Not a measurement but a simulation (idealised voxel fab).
process module | voxel ribs on slabs
Cross-section cut: width 260 nm, square cells of 5 nm.
Format of a cross-section: grid, square cells. Given as bands. Order: top down. Band: one or more rows of cells.
For a band, the entry starts with two heights in nm, that of the top and then that of the bottom, and carries on with the band's materials in order from left to right, each alongside its width in nm; the word "all across" beside a single material means it fills the band edge to edge, and "empty" means empty space.
Note: height 0 marks the level under which the wafer is uniformly one material as received. Lowest band unbounded below, written "from 0 down".
So if you see something like "30..40" for the width, read it as the top row of the band sitting at the first number and the bottom row at the second, with every row in between moving by the same amount as the last.
The designation "nothing changed", where it is given for a processing step, indicates that no cell of the cross-section was altered in the course of that step.
"Entrapped void list": empty spaces of 8 cells or more with no open way to the top, each given as width x height at distance, distance from the left edge, all in nm.
It should be noted that, on the line of a given step, the content following the step's settings is a remark produced by the simulator itself with respect to that step.
overlay nm: mask right of planned place by this much (step with mask). Neg. = left.

The process steps that were planned are listed below
1 RECEIVE [material Si]
2 DIRECTIONAL_DEP [material SiO2] [thk nm 25]
3 DIRECTIONAL_DEP [material polySi] [thk nm 25]
4 MASKED_ETCH [tone cover] [mask id RIB] [width nm 25] [etch materials polySi] [depth nm 20] [overlay nm 0]
5 PATTERN [tone cover] [mask id SLAB] [material resist] [width nm 65] [thk nm 20] [overlay nm 0]
6 DIRECTIONAL_ETCH [etch materials polySi] [depth nm 5]
7 STRIP [etch materials resist]
8 FILL_DEP [material SiO2] [thk nm 30]
9 CMP [height nm 70]
10 DIRECTIONAL_DEP [material TiN] [thk nm 5]
11 DIRECTIONAL_DEP [material aC] [thk nm 15]
12 PATTERN [tone cover] [mask id HEATER] [material resist] [width nm 35] [thk nm 35] [overlay nm 0]
13 DIRECTIONAL_ETCH [etch materials aC] [depth nm 15]
14 STRIP [etch materials resist]
15 DIRECTIONAL_ETCH [etch materials TiN] [depth nm 5]
16 STRIP [etch materials aC]
17 CONFORMAL_DEP [material SiO2] [thk nm 10]

as received, after step 1
from 0 down  Si all across
Entrapped void list: none

The first of two wafers, cross-sectioned at the end of the module, with the run proceeding as planned
from 85 to 80  empty 100; SiO2 55; empty 105
from 80 to 75  SiO2 all across
from 75 to 70  SiO2 110; TiN 35; SiO2 115
from 70 to 50  SiO2 all across
from 50 to 30  SiO2 115; polySi 25; SiO2 120
from 30 to 25  SiO2 95; polySi 65; SiO2 100
from 25 to 0  SiO2 all across
from 0 down  Si all across
Entrapped void list: none

Same start, same plan as the first wafer - but one mistake in the run. Cross-section of the second of the two at the end of the module
from 85 to 80  empty 100; SiO2 55; empty 105
from 80 to 75  SiO2 all across
from 75 to 70  SiO2 110; TiN 35; SiO2 115
from 70 to 55  SiO2 115; polySi 25; SiO2 120
from 55 to 50  SiO2 95; polySi 65; SiO2 100
from 50 to 0  SiO2 all across
from 0 down  Si all across
Entrapped void list: none
So what did we get wrong on this run? step 2 from the plan got run twice
The final cell counts differ between the wafers, with the second having more or fewer of some materials than the first: 5 more of SiO2; 5 fewer of polySi
